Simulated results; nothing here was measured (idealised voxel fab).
process module | voxel tone inversion
cross-section cut | 200 nm wide | cells 5 nm
A cross-section is a grid of square cells, given in bands from the top down. A band is one or more rows of cells.
Each band's line starts with the height of the band's top and of its bottom, in nm. Then come its materials from left to right, each with its width in nm. One material with "throughout" fills the band from edge to edge. "air" is empty space.
Height 0 is the level under which the wafer as received is all one material. The lowest band goes on downwards, as in "0 down".
A width such as "30 to 40" changes by the same amount from each row of cells to the next, from the band's top row to its bottom row.
"no change" after a step means that no cell of the cross-section changed.
closed voids: empty space of 8 cells or more with no open way to the top, each as width x height at its distance from the left edge, in nm
after a step's settings: what the simulator itself notes on the step
overlay nm, on a step with a mask: how far to the right of its planned place the mask lay; to the left if negative
plan
1 op RECEIVE | material Si
2 op CONFORMAL_DEP | material SiN | thk nm 5
3 op DIRECTIONAL_DEP | material aC | thk nm 20
4 op PATTERN | tone cover | mask id POSTS | material resist | width nm 20 | pitch nm 35 | thk nm 30 | overlay nm 0
5 op DIRECTIONAL_ETCH | etch materials aC | depth nm 20
6 op STRIP | etch materials resist
7 op FILL_DEP | material SiO2 | thk nm 10
8 op CMP | height nm 25
9 op STRIP | etch materials aC
10 op CONFORMAL_DEP | material TiN | thk nm 5
11 op FILL_DEP | material W | thk nm 10
12 op CMP | height nm 25
13 op CONFORMAL_DEP | material SiCN | thk nm 5
first wafer, as planned
as received, after step 1
  0 down: Si throughout
  closed voids: none
after step 2
  5 to 0: SiN throughout
  below 0: unchanged
after step 3
  25 to 5: aC throughout
  below 5: unchanged
after step 4
  55 to 25: air 55 | resist 20 | air 15 | resist 20 | air 15 | resist 20 | air 55
  below 25: unchanged
after step 5
  35 to 25: air 55 | resist 20 | air 15 | resist 20 | air 15 | resist 20 | air 55
  25 to 5: air 55 | aC 20 | air 15 | aC 20 | air 15 | aC 20 | air 55
  below 5: unchanged
after step 6
  25 to 5: air 55 | aC 20 | air 15 | aC 20 | air 15 | aC 20 | air 55
  below 5: unchanged
after step 7
  35 to 25: SiO2 throughout
  25 to 5: SiO2 55 | aC 20 | SiO2 15 | aC 20 | SiO2 15 | aC 20 | SiO2 55
  below 5: unchanged
after step 8
  25 to 5: SiO2 55 | aC 20 | SiO2 15 | aC 20 | SiO2 15 | aC 20 | SiO2 55
  below 5: unchanged
after step 9
  25 to 5: SiO2 55 | air 20 | SiO2 15 | air 20 | SiO2 15 | air 20 | SiO2 55
  below 5: unchanged
after step 10
  30 to 25: TiN 60 | air 10 | TiN 25 | air 10 | TiN 25 | air 10 | TiN 60
  25 to 10: SiO2 55 | TiN 5 | air 10 | TiN 5 | SiO2 15 | TiN 5 | air 10 | TiN 5 | SiO2 15 | TiN 5 | air 10 | TiN 5 | SiO2 55
  10 to 5: SiO2 55 | TiN 20 | SiO2 15 | TiN 20 | SiO2 15 | TiN 20 | SiO2 55
  below 5: unchanged
after step 11
  40 to 30: W throughout
  30 to 25: TiN 60 | W 10 | TiN 25 | W 10 | TiN 25 | W 10 | TiN 60
  25 to 10: SiO2 55 | TiN 5 | W 10 | TiN 5 | SiO2 15 | TiN 5 | W 10 | TiN 5 | SiO2 15 | TiN 5 | W 10 | TiN 5 | SiO2 55
  below 10: unchanged
after step 12
  25 to 10: SiO2 55 | TiN 5 | W 10 | TiN 5 | SiO2 15 | TiN 5 | W 10 | TiN 5 | SiO2 15 | TiN 5 | W 10 | TiN 5 | SiO2 55
  below 10: unchanged
after step 13
  30 to 25: SiCN throughout
  below 25: unchanged
second wafer: like start, like plan, one mistake. Through step 3 it matches the first wafer
when step 4 should have ended
  55 to 25: resist 55 | air 20 | resist 15 | air 20 | resist 15 | air 20 | resist 55
  below 25: unchanged
when step 5 should have ended
  35 to 25: resist 55 | air 20 | resist 15 | air 20 | resist 15 | air 20 | resist 55
  25 to 5: aC 55 | air 20 | aC 15 | air 20 | aC 15 | air 20 | aC 55
  below 5: unchanged
when step 6 should have ended
  25 to 5: aC 55 | air 20 | aC 15 | air 20 | aC 15 | air 20 | aC 55
  below 5: unchanged
when step 7 should have ended
  35 to 25: SiO2 throughout
  25 to 5: aC 55 | SiO2 20 | aC 15 | SiO2 20 | aC 15 | SiO2 20 | aC 55
  below 5: unchanged
when step 8 should have ended
  25 to 5: aC 55 | SiO2 20 | aC 15 | SiO2 20 | aC 15 | SiO2 20 | aC 55
  below 5: unchanged
when step 9 should have ended
  25 to 5: air 55 | SiO2 20 | air 15 | SiO2 20 | air 15 | SiO2 20 | air 55
  below 5: unchanged
when step 10 should have ended
  30 to 25: air 50 | TiN 30 | air 5 | TiN 30 | air 5 | TiN 30 | air 50
  25 to 10: air 50 | TiN 5 | SiO2 20 | TiN 5 | air 5 | TiN 5 | SiO2 20 | TiN 5 | air 5 | TiN 5 | SiO2 20 | TiN 5 | air 50
  10 to 5: TiN 55 | SiO2 20 | TiN 15 | SiO2 20 | TiN 15 | SiO2 20 | TiN 55
  below 5: unchanged
when step 11 should have ended
  40 to 30: W throughout
  30 to 25: W 50 | TiN 30 | W 5 | TiN 30 | W 5 | TiN 30 | W 50
  25 to 10: W 50 | TiN 5 | SiO2 20 | TiN 5 | W 5 | TiN 5 | SiO2 20 | TiN 5 | W 5 | TiN 5 | SiO2 20 | TiN 5 | W 50
  below 10: unchanged
when step 12 should have ended
  25 to 10: W 50 | TiN 5 | SiO2 20 | TiN 5 | W 5 | TiN 5 | SiO2 20 | TiN 5 | W 5 | TiN 5 | SiO2 20 | TiN 5 | W 50
  below 10: unchanged
when step 13 should have ended
  30 to 25: SiCN throughout
  below 25: unchanged
what went wrong: step 4 ran as: op PATTERN | tone open | mask id POSTS | material resist | width nm 20 | pitch nm 35 | thk nm 30 | overlay nm 0
at the end the second wafer has, in cells: 64 fewer of SiO2 | 16 more of TiN | 48 more of W
